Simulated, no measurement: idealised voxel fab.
You're looking at the process module voxel self aligned vias.
The cross-section on display is named cut; it measures 155 nm wide, and its cells are 5 nm squares.
Cross-sections here: square-cell grids, written as top-down lists of bands, a band being one or more rows of cells. In this notation a band is specified by the heights of its top and bottom, in that order and in nm, after which its materials appear from left to right, each paired with its width in nm. The word "all across" attached to a single material means that material fills the band from edge to edge; the word "empty" stands for empty space. The reference from which all heights are counted is 0, the level beneath which the as-received wafer is entirely one material; the lowest band, having no lower bound, proceeds downward and is written after the example "top 0, no bottom". Note: "30 to 40" means the width goes from the first number (top row of the band) to the second number (bottom row) in equal steps per row of cells. Step marked "stayed the same"? Then no cell in the cross-section changed in it. Heads up: "Enclosed void list" only lists the empty pockets with no open path to the top that are 8 cells or more, and it writes them as width x height at distance, distance from the left edge, in nm. after a step's settings: what the simulator itself notes on the step. When a step includes a mask, the "overlay nm" setting on its line states how far to the right of its planned place that mask lay, and negative values state how far to the left.
-- Intended process steps
1) RECEIVE,material Si
2) CONFORMAL_DEP,material SiO2,thk nm 15
3) CONFORMAL_DEP,material SiCN,thk nm 5
4) DIRECTIONAL_DEP,material SiO2,thk nm 20
5) DIRECTIONAL_DEP,material aC,thk nm 15
6) PATTERN,tone open,mask id LINES,material resist,width nm 15,pitch nm 70,thk nm 30,overlay nm 0
7) DIRECTIONAL_ETCH,etch materials aC,depth nm 15
8) STRIP,etch materials resist
9) DIRECTIONAL_ETCH,etch materials SiO2,depth nm 20
10) STRIP,etch materials aC
11) CONFORMAL_DEP,material TiN,thk nm 5
12) FILL_DEP,material W,thk nm 10
13) CMP,height nm 40
14) SELECTIVE_ETCH,etch materials W Ru TiN,depth nm 5
15) FILL_DEP,material SiN,thk nm 10
16) CMP,height nm 40
17) DIRECTIONAL_DEP,material SiO2,thk nm 20
18) DIRECTIONAL_DEP,material aC,thk nm 10
19) PATTERN,tone open,mask id VIAS,material resist,width nm 40,thk nm 30,overlay nm 0
20) DIRECTIONAL_ETCH,etch materials aC,depth nm 10
21) STRIP,etch materials resist
22) DIRECTIONAL_ETCH,etch materials SiO2,depth nm 20
23) DIRECTIONAL_ETCH,etch materials SiN,depth nm 5
24) STRIP,etch materials aC
25) CONFORMAL_DEP,material TiN,thk nm 5
26) FILL_DEP,material Cu,thk nm 5
27) CMP,height nm 60
28) CONFORMAL_DEP,material SiN,thk nm 5
Wafer-to-wafer difference: width nm, step 6. Common start. Plan = first wafer's value.
-- As-received state after step 1, first of several wafers, cross-section
  top 0, no bottom: Si all across
  Enclosed void list: none
-- Gained (+) or lost (-) cells of each material since receipt, then closed voids: one row per wafer, at the end of the module
width nm 15, +19 Cu, +31 SiCN, +34 SiN, +285 SiO2, +30 TiN, +4 W, Enclosed void list: none
width nm 20, +20 Cu, +31 SiCN, +35 SiN, +277 SiO2, +32 TiN, +8 W, Enclosed void list: none
width nm 25, +21 Cu, +31 SiCN, +36 SiN, +269 SiO2, +34 TiN, +12 W, Enclosed void list: none
width nm 30, +22 Cu, +31 SiCN, +37 SiN, +261 SiO2, +36 TiN, +16 W, Enclosed void list: none
width nm 35, +23 Cu, +31 SiCN, +38 SiN, +253 SiO2, +38 TiN, +20 W, Enclosed void list: none
